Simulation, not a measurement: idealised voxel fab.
A process module follows: voxel tone inversion.
This is section cut - it's 220 nm across, gridded in 5 nm square cells.
Think of the cross-section as a grid of square cells. We describe it in bands, top to bottom, and each band covers one or more rows of those cells. In this notation a band is specified by the heights of its top and bottom, in that order and in nm, after which its materials appear from left to right, each paired with its width in nm. The word "full width" attached to a single material means that material fills the band from edge to edge; the word "empty" stands for empty space. Height is counted from the level 0, under which the received wafer is composed throughout of one material. The lowest of the bands is not closed at the bottom but continues downward, in the notation "z 0 and below". A width given as "30->40" starts at the first number in the band's top row and ends at the second number in its bottom row, shifting by an equal amount at every step from row to row. What does "nothing different" mean for a step? It means no cell of the cross-section changed in that step. Empty spaces counting at least 8 cells and having no open way to the top are listed in "Closed internal voids". The notation width x height at distance is used for each, the distance being from the left edge and all three values in nm. Whatever follows a step's settings on its line is a remark the simulator itself makes about that step. Among the settings permitted on a step's line is "overlay nm"; applied to a step with a mask, it specifies the extent to which the mask lay to the right of its planned position, whereas a negative figure signifies a position to the left.

### The steps planned for the process are as follows
1. RECEIVE | material Si
2. CONFORMAL_DEP | material SiCN | thk nm 10
3. DIRECTIONAL_DEP | material aC | thk nm 15
4. PATTERN | tone cover | mask id POSTS | material resist | width nm 25 | pitch nm 55 | thk nm 25 | overlay nm 0
5. DIRECTIONAL_ETCH | etch materials aC | depth nm 15
6. STRIP | etch materials resist
7. FILL_DEP | material lowk | thk nm 5
8. CMP | height nm 25
9. STRIP | etch materials aC
10. CONFORMAL_DEP | material TiN | thk nm 5
11. FILL_DEP | material Ru | thk nm 10
12. CMP | height nm 25
13. CONFORMAL_DEP | material SiN | thk nm 5

### Cross-section of the wafer at receipt, which is the condition after step 1
    z 0 and below = Si full width
    Closed internal voids: none

### Below is the wafer in cross-section after the module was completed. It began from the starting point shown above and followed the plan shown above, except that one mistake was made while running it
    z 30 to 25 = SiN full width
    z 25 to 15 = lowk=45 | TiN=5 | Ru=15 | TiN=5 | lowk=30 | TiN=5 | Ru=15 | TiN=5 | lowk=30 | TiN=5 | Ru=15 | TiN=5 | lowk=40
    z 15 to 10 = lowk=45 | TiN=25 | lowk=30 | TiN=25 | lowk=30 | TiN=25 | lowk=40
    z 10 to 0 = SiCN full width
    z 0 and below = Si full width
    Closed internal voids: none
The mistake made against the process plan was this: in deviation from the planned setting, step 4 was conducted as PATTERN | tone cover | mask id POSTS | material resist | width nm 25 | pitch nm 55 | thk nm 25 | overlay nm 5
